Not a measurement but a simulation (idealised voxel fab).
The name of this process module is voxel air gaps.
Xsec cut, 220 nm wide, square cell size 5 nm.
Format of a cross-section: grid, square cells. Given as bands. Order: top down. Band: one or more rows of cells.
Per band: top height and bottom height in nm, followed by the left-to-right materials and their widths in nm; "edge to edge" marks a single material spanning edge to edge, "air" marks empty space.
Counting heights begins at 0, where everything beneath is, in the wafer as received, one material. The lowest band has no bottom; it goes on downwards, as "z 0 and below" shows.
A width given as "30..40" starts at the first number in the band's top row and ends at the second number in its bottom row, shifting by an equal amount at every step from row to row.
"everything unchanged" for a step: no cell of the cross-section changed in that step.
Heads up: "Sealed void inventory" only lists the empty pockets with no open path to the top that are 8 cells or more, and it writes them as width x height at distance, distance from the left edge, in nm.
Step line, after settings: the simulator's comment on this step.
"overlay nm", when on a step's line for a step with a mask, measures how far to the right of its planned place the mask lay; a negative measure means to the left.

Process steps (planned):
step 1: RECEIVE (material Si)
step 2: CONFORMAL_DEP (material SiO2; thk nm 10)
step 3: CONFORMAL_DEP (material SiN; thk nm 5)
step 4: DIRECTIONAL_DEP (material lowk; thk nm 35)
step 5: DIRECTIONAL_DEP (material aC; thk nm 15)
step 6: PATTERN (tone open; mask id LINES; material resist; width nm 25; pitch nm 50; thk nm 30; overlay nm 0)
step 7: DIRECTIONAL_ETCH (etch materials aC; depth nm 15)
step 8: STRIP (etch materials resist)
step 9: DIRECTIONAL_ETCH (etch materials lowk; depth nm 35)
step 10: STRIP (etch materials aC)
step 11: CONFORMAL_DEP (material TiN; thk nm 5)
step 12: FILL_DEP (material Ru; thk nm 5)
step 13: CMP (height nm 50)
step 14: EPI (material Ru; thk nm 10)
step 15: SELECTIVE_ETCH (etch materials lowk; depth nm 45)
step 16: CONFORMAL_DEP (material SiCN; thk nm 5)

Cross-section, incoming material, after step 1:
> z 0 and below  Si edge to edge
> Sealed void inventory: none

The first of the two wafers as seen in cross-section once the module was finished; processing followed the plan:
> z 65 to 60  air=5, SiCN=205, air=10
> z 60 to 50  air=5, SiCN=5, Ru=45, SiCN=5, Ru=45, SiCN=5, Ru=45, SiCN=5, Ru=45, SiCN=5, air=10
> z 50 to 45  air=5, SiCN=15, TiN=5, Ru=15, TiN=5, SiCN=25, TiN=5, Ru=15, TiN=5, SiCN=25, TiN=5, Ru=15, TiN=5, SiCN=25, TiN=5, Ru=15, TiN=5, SiCN=15, air=10
> z 45 to 20  air=15, SiCN=5, TiN=5, Ru=15, TiN=5, SiCN=5, air=15, SiCN=5, TiN=5, Ru=15, TiN=5, SiCN=5, air=15, SiCN=5, TiN=5, Ru=15, TiN=5, SiCN=5, air=15, SiCN=5, TiN=5, Ru=15, TiN=5, SiCN=5, air=20
> z 20 to 15  SiCN=20, TiN=25, SiCN=25, TiN=25, SiCN=25, TiN=25, SiCN=25, TiN=25, SiCN=25
> z 15 to 10  SiN edge to edge
> z 10 to 0  SiO2 edge to edge
> z 0 and below  Si edge to edge
> Sealed void inventory: 15 x 25 at 50; 15 x 25 at 100; 15 x 25 at 150

Presented here is a cross-section of the second of the two wafers as it stood at the end of the module. It was started in the same manner and assigned the same plan as the first wafer; however, one mistake was made in its execution:
> z 65 to 60  SiCN=215, air=5
> z 60 to 50  SiCN=5, Ru=205, SiCN=5, air=5
> z 50 to 45  SiCN=15, TiN=5, Ru=25, TiN=5, lowk=15, TiN=5, Ru=25, TiN=5, lowk=15, TiN=5, Ru=25, TiN=5, lowk=15, TiN=5, Ru=25, TiN=5, SiCN=15, air=5
> z 45 to 20  air=10, SiCN=5, TiN=5, Ru=25, TiN=5, lowk=15, TiN=5, Ru=25, TiN=5, lowk=15, TiN=5, Ru=25, TiN=5, lowk=15, TiN=5, Ru=25, TiN=5, SiCN=5, air=15
> z 20 to 15  SiCN=15, TiN=35, lowk=15, TiN=35, lowk=15, TiN=35, lowk=15, TiN=35, SiCN=20
> z 15 to 10  SiN edge to edge
> z 10 to 0  SiO2 edge to edge
> z 0 and below  Si edge to edge
> Sealed void inventory: 10 x 25 at 0
What went wrong in running the wafer? step 6 was processed under conditions differing from the plan, specifically as PATTERN (tone open; mask id LINES; material resist; width nm 35; pitch nm 50; thk nm 30; overlay nm 0)
Count the cells at the end and the second wafer has more or fewer of some materials than the first: Ru +58; SiCN -66; TiN +8; lowk +63
In the final state there are 3 closed voids in the first wafer, compared with 1 in the second wafer.
